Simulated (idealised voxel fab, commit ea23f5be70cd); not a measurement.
Title: Process Module voxel wiring stack
Pictured: cross-section cut, 265 nm wide, on a grid of 5 nm square cells.
Reading order for cross-sections: top band down to bottom band. Underlying form: a grid of square cells. Band size: one or more rows of cells. Top height, bottom height, nm. Materials left to right, width each, nm. Single material + "all across" = fills band edge to edge. "air" = empty. We count height from 0. Below that, the starting wafer is all one material. The lowest band never ends at the bottom but goes on down; see "z 0 and below" for how that is written. Graded width ("30..40"): value in top row of band = first number; value in bottom row = second number; row-to-row change constant. "no change occurred" for a step: no cell of the cross-section changed in that step. "Sealed void listing": empty spaces of 8 cells or more with no open way to the top, each given as width x height at distance, distance from the left edge, all in nm. Anything after a step's settings on that line? It's the simulator's own note about the step. "overlay nm", when on a step's line for a step with a mask, measures how far to the right of its planned place the mask lay; a negative measure means to the left.
## Set out below are the planned steps of the process
step 1: op RECEIVE | material Si
step 2: op CONFORMAL_DEP | material SiO2 | thk nm 15
step 3: op DIRECTIONAL_DEP | material TiN | thk nm 5
step 4: op DIRECTIONAL_DEP | material Ru | thk nm 20
step 5: op MASKED_ETCH | tone cover | mask id METAL_1 | width nm 30 | pitch nm 50 | etch materials Ru | depth nm 20 | overlay nm 0
step 6: op MASKED_ETCH | tone cover | mask id METAL_1 | width nm 30 | pitch nm 50 | etch materials TiN | depth nm 5 | overlay nm 0
step 7: op FILL_DEP | material SiO2 | thk nm 5
step 8: op CMP | height nm 40
step 9: op CONFORMAL_DEP | material SiCN | thk nm 5
step 10: op DIRECTIONAL_DEP | material lowk | thk nm 15
step 11: op MASKED_ETCH | tone open | mask id PLUG_1 | width nm 15 | pitch nm 100 | etch materials lowk | depth nm 15 | overlay nm 0
step 12: op MASKED_ETCH | tone open | mask id PLUG_1 | width nm 15 | pitch nm 100 | etch materials SiCN | depth nm 5 | overlay nm 0
step 13: op CONFORMAL_DEP | material TiN | thk nm 5
step 14: op FILL_DEP | material Cu | thk nm 10
step 15: op CMP | height nm 60
step 16: op DIRECTIONAL_DEP | material TiN | thk nm 5
step 17: op DIRECTIONAL_DEP | material Ru | thk nm 15
step 18: op DIRECTIONAL_DEP | material aC | thk nm 15
step 19: op PATTERN | tone cover | mask id METAL_2 | material resist | width nm 30 | pitch nm 50 | thk nm 30 | overlay nm 0
step 20: op DIRECTIONAL_ETCH | etch materials aC | depth nm 15
step 21: op STRIP | etch materials resist
step 22: op DIRECTIONAL_ETCH | etch materials Ru | depth nm 15
step 23: op DIRECTIONAL_ETCH | etch materials TiN | depth nm 5
step 24: op STRIP | etch materials aC
step 25: op CONFORMAL_DEP | material SiCN | thk nm 5
step 26: op FILL_DEP | material lowk | thk nm 5
step 27: op CMP | height nm 80
step 28: op CONFORMAL_DEP | material SiCN | thk nm 5
step 29: op DIRECTIONAL_DEP | material SiO2 | thk nm 15
step 30: op MASKED_ETCH | tone open | mask id PLUG_2 | width nm 15 | pitch nm 100 | etch materials SiO2 | depth nm 15 | overlay nm 0
step 31: op MASKED_ETCH | tone open | mask id PLUG_2 | width nm 15 | pitch nm 100 | etch materials SiCN | depth nm 5 | overlay nm 0
step 32: op EPI | material Ru | thk nm 10
step 33: op EPI | material Ru | thk nm 10
step 34: op DIRECTIONAL_DEP | material TiN | thk nm 5
step 35: op DIRECTIONAL_DEP | material Ru | thk nm 20
step 36: op MASKED_ETCH | tone cover | mask id METAL_3 | width nm 30 | pitch nm 50 | etch materials Ru | depth nm 20 | overlay nm 0
step 37: op MASKED_ETCH | tone cover | mask id METAL_3 | width nm 30 | pitch nm 50 | etch materials TiN | depth nm 5 | overlay nm 0
step 38: op FILL_DEP | material SiO2 | thk nm 5
step 39: op CMP | height nm 125
step 40: op CONFORMAL_DEP | material SiCN | thk nm 5
step 41: op DIRECTIONAL_DEP | material lowk | thk nm 15
step 42: op MASKED_ETCH | tone open | mask id PLUG_3 | width nm 15 | pitch nm 50 | etch materials lowk | depth nm 15 | overlay nm 0
step 43: op MASKED_ETCH | tone open | mask id PLUG_3 | width nm 15 | pitch nm 50 | etch materials SiCN | depth nm 5 | overlay nm 0
step 44: op EPI | material Ru | thk nm 10
step 45: op EPI | material Ru | thk nm 10
step 46: op CONFORMAL_DEP | material SiN | thk nm 5
step 47: op DIRECTIONAL_DEP | material lowk | thk nm 15
step 48: op MASKED_ETCH | tone open | mask id METAL_4 | width nm 30 | pitch nm 50 | etch materials lowk | depth nm 15 | overlay nm 0
step 49: op MASKED_ETCH | tone open | mask id METAL_4 | width nm 30 | pitch nm 50 | etch materials SiN | depth nm 5 | overlay nm 0
step 50: op CONFORMAL_DEP | material TiN | thk nm 5
step 51: op FILL_DEP | material Ru | thk nm 10
step 52: op CMP | height nm 165
step 53: op CONFORMAL_DEP | material SiCN | thk nm 5
## First of the two wafers, run per plan
## As-received wafer cross-section (after step 1)
	z 0 and below: Si all across
	Sealed void listing: none
## Cross-section: wafer state after step 2
	z 15 to 0: SiO2 all across
	Below 0, the layers are the same as they were.
## Cross-section: wafer state after step 3
	z 20 to 15: TiN all across
	Below 15, the layers are the same as they were.
## Cross-section: wafer state after step 4
	z 40 to 20: Ru all across
	Below 20, the layers are the same as they were.
## Cross-section: wafer state after step 5
	z 40 to 20: air 40, then Ru 30, then air 20, then Ru 30, then air 20, then Ru 30, then air 20, then Ru 30, then air 45
	Below 20, the layers are the same as they were.
## Cross-section: wafer state after step 6
	z 40 to 20: air 40, then Ru 30, then air 20, then Ru 30, then air 20, then Ru 30, then air 20, then Ru 30, then air 45
	z 20 to 15: air 40, then TiN 30, then air 20, then TiN 30, then air 20, then TiN 30, then air 20, then TiN 30, then air 45
	Below 15, the layers are the same as they were.
## Cross-section: wafer state after step 7
	z 45 to 40: SiO2 all across
	z 40 to 20: SiO2 40, then Ru 30, then SiO2 20, then Ru 30, then SiO2 20, then Ru 30, then SiO2 20, then Ru 30, then SiO2 45
	z 20 to 15: SiO2 40, then TiN 30, then SiO2 20, then TiN 30, then SiO2 20, then TiN 30, then SiO2 20, then TiN 30, then SiO2 45
	Below 15, the layers are the same as they were.
## Cross-section: wafer state after step 8
	z 40 to 20: SiO2 40, then Ru 30, then SiO2 20, then Ru 30, then SiO2 20, then Ru 30, then SiO2 20, then Ru 30, then SiO2 45
	Below 20, the layers are the same as they were.
## Cross-section: wafer state after step 9
	z 45 to 40: SiCN all across
	Below 40, the layers are the same as they were.
## Cross-section: wafer state after step 10
	z 60 to 45: lowk all across
	Below 45, the layers are the same as they were.
## Cross-section: wafer state after step 11
	z 60 to 45: lowk 40, then air 15, then lowk 85, then air 15, then lowk 110
	Below 45, the layers are the same as they were.
## Cross-section: wafer state after step 12
	z 60 to 45: lowk 40, then air 15, then lowk 85, then air 15, then lowk 110
	z 45 to 40: SiCN 40, then air 15, then SiCN 85, then air 15, then SiCN 110
	Below 40, the layers are the same as they were.
## Cross-section: wafer state after step 13
	z 65 to 60: TiN 45, then air 5, then TiN 95, then air 5, then TiN 115
	z 60 to 45: lowk 40, then TiN 5, then air 5, then TiN 5, then lowk 85, then TiN 5, then air 5, then TiN 5, then lowk 110
	z 45 to 40: SiCN 40, then TiN 15, then SiCN 85, then TiN 15, then SiCN 110
	Below 40, the layers are the same as they were.
## Cross-section: wafer state after step 14
	z 75 to 65: Cu all across
	z 65 to 60: TiN 45, then Cu 5, then TiN 95, then Cu 5, then TiN 115
	z 60 to 45: lowk 40, then TiN 5, then Cu 5, then TiN 5, then lowk 85, then TiN 5, then Cu 5, then TiN 5, then lowk 110
	Below 45, the layers are the same as they were.
## Cross-section: wafer state after step 15
	z 60 to 45: lowk 40, then TiN 5, then Cu 5, then TiN 5, then lowk 85, then TiN 5, then Cu 5, then TiN 5, then lowk 110
	Below 45, the layers are the same as they were.
## Cross-section: wafer state after step 16
	z 65 to 60: TiN all across
	Below 60, the layers are the same as they were.
## Cross-section: wafer state after step 17
	z 80 to 65: Ru all across
	Below 65, the layers are the same as they were.
## Cross-section: wafer state after step 18
	z 95 to 80: aC all across
	Below 80, the layers are the same as they were.
## Cross-section: wafer state after step 19
	z 125 to 95: air 40, then resist 30, then air 20, then resist 30, then air 20, then resist 30, then air 20, then resist 30, then air 45
	Below 95, the layers are the same as they were.
## Cross-section: wafer state after step 20
	z 110 to 95: air 40, then resist 30, then air 20, then resist 30, then air 20, then resist 30, then air 20, then resist 30, then air 45
	z 95 to 80: air 40, then aC 30, then air 20, then aC 30, then air 20, then aC 30, then air 20, then aC 30, then air 45
	Below 80, the layers are the same as they were.
## Cross-section: wafer state after step 21
	z 95 to 80: air 40, then aC 30, then air 20, then aC 30, then air 20, then aC 30, then air 20, then aC 30, then air 45
	Below 80, the layers are the same as they were.
## Cross-section: wafer state after step 22
	z 95 to 80: air 40, then aC 30, then air 20, then aC 30, then air 20, then aC 30, then air 20, then aC 30, then air 45
	z 80 to 65: air 40, then Ru 30, then air 20, then Ru 30, then air 20, then Ru 30, then air 20, then Ru 30, then air 45
	Below 65, the layers are the same as they were.
## Cross-section: wafer state after step 23
	z 95 to 80: air 40, then aC 30, then air 20, then aC 30, then air 20, then aC 30, then air 20, then aC 30, then air 45
	z 80 to 65: air 40, then Ru 30, then air 20, then Ru 30, then air 20, then Ru 30, then air 20, then Ru 30, then air 45
	z 65 to 60: air 40, then TiN 30, then air 20, then TiN 30, then air 20, then TiN 30, then air 20, then TiN 30, then air 45
	Below 60, the layers are the same as they were.
## Cross-section: wafer state after step 24
	z 80 to 65: air 40, then Ru 30, then air 20, then Ru 30, then air 20, then Ru 30, then air 20, then Ru 30, then air 45
	Below 65, the layers are the same as they were.
## Cross-section: wafer state after step 25
	z 85 to 80: air 35, then SiCN 40, then air 10, then SiCN 40, then air 10, then SiCN 40, then air 10, then SiCN 40, then air 40
	z 80 to 65: air 35, then SiCN 5, then Ru 30, then SiCN 5, then air 10, then SiCN 5, then Ru 30, then SiCN 5, then air 10, then SiCN 5, then Ru 30, then SiCN 5, then air 10, then SiCN 5, then Ru 30, then SiCN 5, then air 40
	z 65 to 60: SiCN 40, then TiN 30, then SiCN 20, then TiN 30, then SiCN 20, then TiN 30, then SiCN 20, then TiN 30, then SiCN 45
	Below 60, the layers are the same as they were.
## Cross-section: wafer state after step 26
	z 90 to 85: lowk all across
	z 85 to 80: lowk 35, then SiCN 40, then lowk 10, then SiCN 40, then lowk 10, then SiCN 40, then lowk 10, then SiCN 40, then lowk 40
	z 80 to 65: lowk 35, then SiCN 5, then Ru 30, then SiCN 5, then lowk 10, then SiCN 5, then Ru 30, then SiCN 5, then lowk 10, then SiCN 5, then Ru 30, then SiCN 5, then lowk 10, then SiCN 5, then Ru 30, then SiCN 5, then lowk 40
	Below 65, the layers are the same as they were.
## Cross-section: wafer state after step 27
	z 80 to 65: lowk 35, then SiCN 5, then Ru 30, then SiCN 5, then lowk 10, then SiCN 5, then Ru 30, then SiCN 5, then lowk 10, then SiCN 5, then Ru 30, then SiCN 5, then lowk 10, then SiCN 5, then Ru 30, then SiCN 5, then lowk 40
	Below 65, the layers are the same as they were.
## Cross-section: wafer state after step 28
	z 85 to 80: SiCN all across
	Below 80, the layers are the same as they were.
## Cross-section: wafer state after step 29
	z 100 to 85: SiO2 all across
	Below 85, the layers are the same as they were.
## Cross-section: wafer state after step 30
	z 100 to 85: SiO2 40, then air 15, then SiO2 85, then air 15, then SiO2 110
	Below 85, the layers are the same as they were.
## Cross-section: wafer state after step 31
	z 100 to 85: SiO2 40, then air 15, then SiO2 85, then air 15, then SiO2 110
	z 85 to 80: SiCN 40, then air 15, then SiCN 85, then air 15, then SiCN 110
	Below 80, the layers are the same as they were.
## Cross-section: wafer state after step 32
	z 100 to 90: SiO2 40, then air 15, then SiO2 85, then air 15, then SiO2 110
	z 90 to 85: SiO2 40, then Ru 15, then SiO2 85, then Ru 15, then SiO2 110
	z 85 to 80: SiCN 40, then Ru 15, then SiCN 85, then Ru 15, then SiCN 110
	Below 80, the layers are the same as they were.
## Cross-section: wafer state after step 33
	z 100 to 85: SiO2 40, then Ru 15, then SiO2 85, then Ru 15, then SiO2 110
	Below 85, the layers are the same as they were.
## Cross-section: wafer state after step 34
	z 105 to 100: TiN all across
	Below 100, the layers are the same as they were.
## Cross-section: wafer state after step 35
	z 125 to 105: Ru all across
	Below 105, the layers are the same as they were.
## Cross-section: wafer state after step 36
	z 125 to 105: air 40, then Ru 30, then air 20, then Ru 30, then air 20, then Ru 30, then air 20, then Ru 30, then air 45
	Below 105, the layers are the same as they were.
## Cross-section: wafer state after step 37
	z 125 to 105: air 40, then Ru 30, then air 20, then Ru 30, then air 20, then Ru 30, then air 20, then Ru 30, then air 45
	z 105 to 100: air 40, then TiN 30, then air 20, then TiN 30, then air 20, then TiN 30, then air 20, then TiN 30, then air 45
	Below 100, the layers are the same as they were.
## Cross-section: wafer state after step 38
	z 130 to 125: SiO2 all across
	z 125 to 105: SiO2 40, then Ru 30, then SiO2 20, then Ru 30, then SiO2 20, then Ru 30, then SiO2 20, then Ru 30, then SiO2 45
	z 105 to 100: SiO2 40, then TiN 30, then SiO2 20, then TiN 30, then SiO2 20, then TiN 30, then SiO2 20, then TiN 30, then SiO2 45
	Below 100, the layers are the same as they were.
## Cross-section: wafer state after step 39
	z 125 to 105: SiO2 40, then Ru 30, then SiO2 20, then Ru 30, then SiO2 20, then Ru 30, then SiO2 20, then Ru 30, then SiO2 45
	Below 105, the layers are the same as they were.
## Cross-section: wafer state after step 40
	z 130 to 125: SiCN all across
	Below 125, the layers are the same as they were.
## Cross-section: wafer state after step 41
	z 145 to 130: lowk all across
	Below 130, the layers are the same as they were.
## Cross-section: wafer state after step 42
	z 145 to 130: lowk 40, then air 15, then lowk 35, then air 15, then lowk 35, then air 15, then lowk 35, then air 15, then lowk 60
	Below 130, the layers are the same as they were.
## Cross-section: wafer state after step 43
	z 145 to 130: lowk 40, then air 15, then lowk 35, then air 15, then lowk 35, then air 15, then lowk 35, then air 15, then lowk 60
	z 130 to 125: SiCN 40, then air 15, then SiCN 35, then air 15, then SiCN 35, then air 15, then SiCN 35, then air 15, then SiCN 60
	Below 125, the layers are the same as they were.
## Cross-section: wafer state after step 44
	z 145 to 135: lowk 40, then air 15, then lowk 35, then air 15, then lowk 35, then air 15, then lowk 35, then air 15, then lowk 60
	z 135 to 130: lowk 40, then Ru 15, then lowk 35, then Ru 15, then lowk 35, then Ru 15, then lowk 35, then Ru 15, then lowk 60
	z 130 to 125: SiCN 40, then Ru 15, then SiCN 35, then Ru 15, then SiCN 35, then Ru 15, then SiCN 35, then Ru 15, then SiCN 60
	Below 125, the layers are the same as they were.
## Cross-section: wafer state after step 45
	z 145 to 130: lowk 40, then Ru 15, then lowk 35, then Ru 15, then lowk 35, then Ru 15, then lowk 35, then Ru 15, then lowk 60
	Below 130, the layers are the same as they were.
## Cross-section: wafer state after step 46
	z 150 to 145: SiN all across
	Below 145, the layers are the same as they were.
## Cross-section: wafer state after step 47
	z 165 to 150: lowk all across
	Below 150, the layers are the same as they were.
## Cross-section: wafer state after step 48
	z 165 to 150: lowk 40, then air 30, then lowk 20, then air 30, then lowk 20, then air 30, then lowk 20, then air 30, then lowk 45
	Below 150, the layers are the same as they were.
## Cross-section: wafer state after step 49
	z 165 to 150: lowk 40, then air 30, then lowk 20, then air 30, then lowk 20, then air 30, then lowk 20, then air 30, then lowk 45
	z 150 to 145: SiN 40, then air 30, then SiN 20, then air 30, then SiN 20, then air 30, then SiN 20, then air 30, then SiN 45
	Below 145, the layers are the same as they were.
## Cross-section: wafer state after step 50
	z 170 to 165: TiN 45, then air 20, then TiN 30, then air 20, then TiN 30, then air 20, then TiN 30, then air 20, then TiN 50
	z 165 to 150: lowk 40, then TiN 5, then air 20, then TiN 5, then lowk 20, then TiN 5, then air 20, then TiN 5, then lowk 20, then TiN 5, then air 20, then TiN 5, then lowk 20, then TiN 5, then air 20, then TiN 5, then lowk 45
	z 150 to 145: SiN 40, then TiN 30, then SiN 20, then TiN 30, then SiN 20, then TiN 30, then SiN 20, then TiN 30, then SiN 45
	Below 145, the layers are the same as they were.
## Cross-section: wafer state after step 51
	z 180 to 170: Ru all across
	z 170 to 165: TiN 45, then Ru 20, then TiN 30, then Ru 20, then TiN 30, then Ru 20, then TiN 30, then Ru 20, then TiN 50
	z 165 to 150: lowk 40, then TiN 5, then Ru 20, then TiN 5, then lowk 20, then TiN 5, then Ru 20, then TiN 5, then lowk 20, then TiN 5, then Ru 20, then TiN 5, then lowk 20, then TiN 5, then Ru 20, then TiN 5, then lowk 45
	Below 150, the layers are the same as they were.
## Cross-section: wafer state after step 52
	z 165 to 150: lowk 40, then TiN 5, then Ru 20, then TiN 5, then lowk 20, then TiN 5, then Ru 20, then TiN 5, then lowk 20, then TiN 5, then Ru 20, then TiN 5, then lowk 20, then TiN 5, then Ru 20, then TiN 5, then lowk 45
	Below 150, the layers are the same as they were.
## Cross-section: wafer state after step 53
	z 170 to 165: SiCN all across
	Below 165, the layers are the same as they were.
## Now the other wafer: same start, same recipe, but we messed up one thing when running it. Up to and including step 9 it's the same as the first one
## The second wafer cut through, at the time step 10 was supposed to be finished
	z 55 to 45: lowk all across
	Below 45, the layers are the same as they were.
## The second wafer cut through, at the time step 11 was supposed to be finished
	z 55 to 45: lowk 40, then air 15, then lowk 85, then air 15, then lowk 110
	Below 45, the layers are the same as they were.
## The second wafer cut through, at the time step 12 was supposed to be finished
	z 55 to 45: lowk 40, then air 15, then lowk 85, then air 15, then lowk 110
	z 45 to 40: SiCN 40, then air 15, then SiCN 85, then air 15, then SiCN 110
	Below 40, the layers are the same as they were.
## The second wafer cut through, at the time step 13 was supposed to be finished
	z 60 to 55: TiN 45, then air 5, then TiN 95, then air 5, then TiN 115
	z 55 to 45: lowk 40, then TiN 5, then air 5, then TiN 5, then lowk 85, then TiN 5, then air 5, then TiN 5, then lowk 110
	z 45 to 40: SiCN 40, then TiN 15, then SiCN 85, then TiN 15, then SiCN 110
	Below 40, the layers are the same as they were.
## The second wafer cut through, at the time step 14 was supposed to be finished
	z 70 to 60: Cu all across
	z 60 to 55: TiN 45, then Cu 5, then TiN 95, then Cu 5, then TiN 115
	z 55 to 45: lowk 40, then TiN 5, then Cu 5, then TiN 5, then lowk 85, then TiN 5, then Cu 5, then TiN 5, then lowk 110
	Below 45, the layers are the same as they were.
## The second wafer cut through, at the time step 15 was supposed to be finished
	z 60 to 55: TiN 45, then Cu 5, then TiN 95, then Cu 5, then TiN 115
	Below 55, the layers are the same as they were.
## The second wafer cut through, at the time step 16 was supposed to be finished
	z 65 to 60: TiN all across
	Below 60, the layers are the same as they were.
## The second wafer cut through, at the time step 17 was supposed to be finished
	z 80 to 65: Ru all across
	Below 65, the layers are the same as they were.
## The second wafer cut through, at the time step 18 was supposed to be finished
	z 95 to 80: aC all across
	Below 80, the layers are the same as they were.
## The second wafer cut through, at the time step 19 was supposed to be finished
	z 125 to 95: air 40, then resist 30, then air 20, then resist 30, then air 20, then resist 30, then air 20, then resist 30, then air 45
	Below 95, the layers are the same as they were.
## The second wafer cut through, at the time step 20 was supposed to be finished
	z 110 to 95: air 40, then resist 30, then air 20, then resist 30, then air 20, then resist 30, then air 20, then resist 30, then air 45
	z 95 to 80: air 40, then aC 30, then air 20, then aC 30, then air 20, then aC 30, then air 20, then aC 30, then air 45
	Below 80, the layers are the same as they were.
## The second wafer cut through, at the time step 21 was supposed to be finished
	z 95 to 80: air 40, then aC 30, then air 20, then aC 30, then air 20, then aC 30, then air 20, then aC 30, then air 45
	Below 80, the layers are the same as they were.
## The second wafer cut through, at the time step 22 was supposed to be finished
	z 95 to 80: air 40, then aC 30, then air 20, then aC 30, then air 20, then aC 30, then air 20, then aC 30, then air 45
	z 80 to 65: air 40, then Ru 30, then air 20, then Ru 30, then air 20, then Ru 30, then air 20, then Ru 30, then air 45
	Below 65, the layers are the same as they were.
## The second wafer cut through, at the time step 23 was supposed to be finished
	z 95 to 80: air 40, then aC 30, then air 20, then aC 30, then air 20, then aC 30, then air 20, then aC 30, then air 45
	z 80 to 65: air 40, then Ru 30, then air 20, then Ru 30, then air 20, then Ru 30, then air 20, then Ru 30, then air 45
	z 65 to 60: air 40, then TiN 30, then air 20, then TiN 30, then air 20, then TiN 30, then air 20, then TiN 30, then air 45
	Below 60, the layers are the same as they were.
## The second wafer cut through, at the time step 24 was supposed to be finished
	z 80 to 65: air 40, then Ru 30, then air 20, then Ru 30, then air 20, then Ru 30, then air 20, then Ru 30, then air 45
	Below 65, the layers are the same as they were.
## The second wafer cut through, at the time step 25 was supposed to be finished
	z 85 to 80: air 35, then SiCN 40, then air 10, then SiCN 40, then air 10, then SiCN 40, then air 10, then SiCN 40, then air 40
	z 80 to 65: air 35, then SiCN 5, then Ru 30, then SiCN 5, then air 10, then SiCN 5, then Ru 30, then SiCN 5, then air 10, then SiCN 5, then Ru 30, then SiCN 5, then air 10, then SiCN 5, then Ru 30, then SiCN 5, then air 40
	z 65 to 60: SiCN 40, then TiN 30, then SiCN 20, then TiN 30, then SiCN 20, then TiN 30, then SiCN 20, then TiN 30, then SiCN 45
	Below 60, the layers are the same as they were.
## The second wafer cut through, at the time step 26 was supposed to be finished
	z 90 to 85: lowk all across
	z 85 to 80: lowk 35, then SiCN 40, then lowk 10, then SiCN 40, then lowk 10, then SiCN 40, then lowk 10, then SiCN 40, then lowk 40
	z 80 to 65: lowk 35, then SiCN 5, then Ru 30, then SiCN 5, then lowk 10, then SiCN 5, then Ru 30, then SiCN 5, then lowk 10, then SiCN 5, then Ru 30, then SiCN 5, then lowk 10, then SiCN 5, then Ru 30, then SiCN 5, then lowk 40
	Below 65, the layers are the same as they were.
## The second wafer cut through, at the time step 27 was supposed to be finished
	z 80 to 65: lowk 35, then SiCN 5, then Ru 30, then SiCN 5, then lowk 10, then SiCN 5, then Ru 30, then SiCN 5, then lowk 10, then SiCN 5, then Ru 30, then SiCN 5, then lowk 10, then SiCN 5, then Ru 30, then SiCN 5, then lowk 40
	Below 65, the layers are the same as they were.
## The second wafer cut through, at the time step 28 was supposed to be finished
	z 85 to 80: SiCN all across
	Below 80, the layers are the same as they were.
## The second wafer cut through, at the time step 29 was supposed to be finished
	z 100 to 85: SiO2 all across
	Below 85, the layers are the same as they were.
## The second wafer cut through, at the time step 30 was supposed to be finished
	z 100 to 85: SiO2 40, then air 15, then SiO2 85, then air 15, then SiO2 110
	Below 85, the layers are the same as they were.
## The second wafer cut through, at the time step 31 was supposed to be finished
	z 100 to 85: SiO2 40, then air 15, then SiO2 85, then air 15, then SiO2 110
	z 85 to 80: SiCN 40, then air 15, then SiCN 85, then air 15, then SiCN 110
	Below 80, the layers are the same as they were.
## The second wafer cut through, at the time step 32 was supposed to be finished
	z 100 to 90: SiO2 40, then air 15, then SiO2 85, then air 15, then SiO2 110
	z 90 to 85: SiO2 40, then Ru 15, then SiO2 85, then Ru 15, then SiO2 110
	z 85 to 80: SiCN 40, then Ru 15, then SiCN 85, then Ru 15, then SiCN 110
	Below 80, the layers are the same as they were.
## The second wafer cut through, at the time step 33 was supposed to be finished
	z 100 to 85: SiO2 40, then Ru 15, then SiO2 85, then Ru 15, then SiO2 110
	Below 85, the layers are the same as they were.
## The second wafer cut through, at the time step 34 was supposed to be finished
	z 105 to 100: TiN all across
	Below 100, the layers are the same as they were.
## The second wafer cut through, at the time step 35 was supposed to be finished
	z 125 to 105: Ru all across
	Below 105, the layers are the same as they were.
## The second wafer cut through, at the time step 36 was supposed to be finished
	z 125 to 105: air 40, then Ru 30, then air 20, then Ru 30, then air 20, then Ru 30, then air 20, then Ru 30, then air 45
	Below 105, the layers are the same as they were.
## The second wafer cut through, at the time step 37 was supposed to be finished
	z 125 to 105: air 40, then Ru 30, then air 20, then Ru 30, then air 20, then Ru 30, then air 20, then Ru 30, then air 45
	z 105 to 100: air 40, then TiN 30, then air 20, then TiN 30, then air 20, then TiN 30, then air 20, then TiN 30, then air 45
	Below 100, the layers are the same as they were.
## The second wafer cut through, at the time step 38 was supposed to be finished
	z 130 to 125: SiO2 all across
	z 125 to 105: SiO2 40, then Ru 30, then SiO2 20, then Ru 30, then SiO2 20, then Ru 30, then SiO2 20, then Ru 30, then SiO2 45
	z 105 to 100: SiO2 40, then TiN 30, then SiO2 20, then TiN 30, then SiO2 20, then TiN 30, then SiO2 20, then TiN 30, then SiO2 45
	Below 100, the layers are the same as they were.
## The second wafer cut through, at the time step 39 was supposed to be finished
	z 125 to 105: SiO2 40, then Ru 30, then SiO2 20, then Ru 30, then SiO2 20, then Ru 30, then SiO2 20, then Ru 30, then SiO2 45
	Below 105, the layers are the same as they were.
## The second wafer cut through, at the time step 40 was supposed to be finished
	z 130 to 125: SiCN all across
	Below 125, the layers are the same as they were.
## The second wafer cut through, at the time step 41 was supposed to be finished
	z 145 to 130: lowk all across
	Below 130, the layers are the same as they were.
## The second wafer cut through, at the time step 42 was supposed to be finished
	z 145 to 130: lowk 40, then air 15, then lowk 35, then air 15, then lowk 35, then air 15, then lowk 35, then air 15, then lowk 60
	Below 130, the layers are the same as they were.
## The second wafer cut through, at the time step 43 was supposed to be finished
	z 145 to 130: lowk 40, then air 15, then lowk 35, then air 15, then lowk 35, then air 15, then lowk 35, then air 15, then lowk 60
	z 130 to 125: SiCN 40, then air 15, then SiCN 35, then air 15, then SiCN 35, then air 15, then SiCN 35, then air 15, then SiCN 60
	Below 125, the layers are the same as they were.
## The second wafer cut through, at the time step 44 was supposed to be finished
	z 145 to 135: lowk 40, then air 15, then lowk 35, then air 15, then lowk 35, then air 15, then lowk 35, then air 15, then lowk 60
	z 135 to 130: lowk 40, then Ru 15, then lowk 35, then Ru 15, then lowk 35, then Ru 15, then lowk 35, then Ru 15, then lowk 60
	z 130 to 125: SiCN 40, then Ru 15, then SiCN 35, then Ru 15, then SiCN 35, then Ru 15, then SiCN 35, then Ru 15, then SiCN 60
	Below 125, the layers are the same as they were.
## The second wafer cut through, at the time step 45 was supposed to be finished
	z 145 to 130: lowk 40, then Ru 15, then lowk 35, then Ru 15, then lowk 35, then Ru 15, then lowk 35, then Ru 15, then lowk 60
	Below 130, the layers are the same as they were.
## The second wafer cut through, at the time step 46 was supposed to be finished
	z 150 to 145: SiN all across
	Below 145, the layers are the same as they were.
## The second wafer cut through, at the time step 47 was supposed to be finished
	z 165 to 150: lowk all across
	Below 150, the layers are the same as they were.
## The second wafer cut through, at the time step 48 was supposed to be finished
	z 165 to 150: lowk 40, then air 30, then lowk 20, then air 30, then lowk 20, then air 30, then lowk 20, then air 30, then lowk 45
	Below 150, the layers are the same as they were.
## The second wafer cut through, at the time step 49 was supposed to be finished
	z 165 to 150: lowk 40, then air 30, then lowk 20, then air 30, then lowk 20, then air 30, then lowk 20, then air 30, then lowk 45
	z 150 to 145: SiN 40, then air 30, then SiN 20, then air 30, then SiN 20, then air 30, then SiN 20, then air 30, then SiN 45
	Below 145, the layers are the same as they were.
## The second wafer cut through, at the time step 50 was supposed to be finished
	z 170 to 165: TiN 45, then air 20, then TiN 30, then air 20, then TiN 30, then air 20, then TiN 30, then air 20, then TiN 50
	z 165 to 150: lowk 40, then TiN 5, then air 20, then TiN 5, then lowk 20, then TiN 5, then air 20, then TiN 5, then lowk 20, then TiN 5, then air 20, then TiN 5, then lowk 20, then TiN 5, then air 20, then TiN 5, then lowk 45
	z 150 to 145: SiN 40, then TiN 30, then SiN 20, then TiN 30, then SiN 20, then TiN 30, then SiN 20, then TiN 30, then SiN 45
	Below 145, the layers are the same as they were.
## The second wafer cut through, at the time step 51 was supposed to be finished
	z 180 to 170: Ru all across
	z 170 to 165: TiN 45, then Ru 20, then TiN 30, then Ru 20, then TiN 30, then Ru 20, then TiN 30, then Ru 20, then TiN 50
	z 165 to 150: lowk 40, then TiN 5, then Ru 20, then TiN 5, then lowk 20, then TiN 5, then Ru 20, then TiN 5, then lowk 20, then TiN 5, then Ru 20, then TiN 5, then lowk 20, then TiN 5, then Ru 20, then TiN 5, then lowk 45
	Below 150, the layers are the same as they were.
## The second wafer cut through, at the time step 52 was supposed to be finished
	z 165 to 150: lowk 40, then TiN 5, then Ru 20, then TiN 5, then lowk 20, then TiN 5, then Ru 20, then TiN 5, then lowk 20, then TiN 5, then Ru 20, then TiN 5, then lowk 20, then TiN 5, then Ru 20, then TiN 5, then lowk 45
	Below 150, the layers are the same as they were.
## The second wafer cut through, at the time step 53 was supposed to be finished
	z 170 to 165: SiCN all across
	Below 165, the layers are the same as they were.
Error vs. plan: step 10 changed vs plan, executed as op DIRECTIONAL_DEP | material lowk | thk nm 10
Heads up, by the end the second wafer has more or fewer cells of some materials compared to the first: 47 more of TiN, 47 fewer of lowk
